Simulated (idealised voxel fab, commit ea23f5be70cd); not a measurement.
process module | voxel ribs on slabs
cross-section cut | 265 nm wide | cells 5 nm
A cross-section is a grid of square cells, given in bands from the top down. A band is one or more rows of cells.
Each band's line starts with the height of the band's top and of its bottom, in nm. Then come its materials from left to right, each with its width in nm. One material with "throughout" fills the band from edge to edge. "air" is empty space.
Height 0 is the level under which the wafer as received is all one material. The lowest band goes on downwards, as in "0 down".
A width such as "30 to 40" changes by the same amount from each row of cells to the next, from the band's top row to its bottom row.
"no change" after a step means that no cell of the cross-section changed.
closed voids: empty space of 8 cells or more with no open way to the top, each as width x height at its distance from the left edge, in nm
after a step's settings: what the simulator itself notes on the step
overlay nm, on a step with a mask: how far to the right of its planned place the mask lay; to the left if negative
plan
1 op RECEIVE | material Si
2 op DIRECTIONAL_DEP | material SiO2 | thk nm 20
3 op DIRECTIONAL_DEP | material polySi | thk nm 15
4 op PATTERN | tone cover | mask id RIB | material resist | width nm 30 | thk nm 15 | overlay nm 0
5 op DIRECTIONAL_ETCH | etch materials polySi | depth nm 5
6 op STRIP | etch materials resist
7 op PATTERN | tone cover | mask id SLAB | material resist | width nm 80 | thk nm 20 | overlay nm 0
8 op DIRECTIONAL_ETCH | etch materials polySi | depth nm 10
9 op STRIP | etch materials resist
10 op FILL_DEP | material SiO2 | thk nm 20
11 op CMP | height nm 50
12 op DIRECTIONAL_DEP | material TiN | thk nm 5
13 op DIRECTIONAL_DEP | material aC | thk nm 10
14 op PATTERN | tone cover | mask id HEATER | material resist | width nm 40 | thk nm 25 | overlay nm 0
15 op DIRECTIONAL_ETCH | etch materials aC | depth nm 10
16 op STRIP | etch materials resist
17 op DIRECTIONAL_ETCH | etch materials TiN | depth nm 5
18 op STRIP | etch materials aC
19 op CONFORMAL_DEP | material SiN | thk nm 5
as received, after step 1
  0 down: Si throughout
  closed voids: none
a wafer at the end: this start, this plan, one mistake
  60 to 55: air 95 | SiN 50 | air 120
  55 to 50: SiN 100 | TiN 40 | SiN 125
  50 to 35: SiO2 throughout
  35 to 30: SiO2 115 | polySi 30 | SiO2 120
  30 to 20: SiO2 90 | polySi 80 | SiO2 95
  20 to 0: SiO2 throughout
  0 down: Si throughout
  closed voids: none
what went wrong: step 14 ran as: op PATTERN | tone cover | mask id HEATER | material resist | width nm 40 | thk nm 25 | overlay nm -10
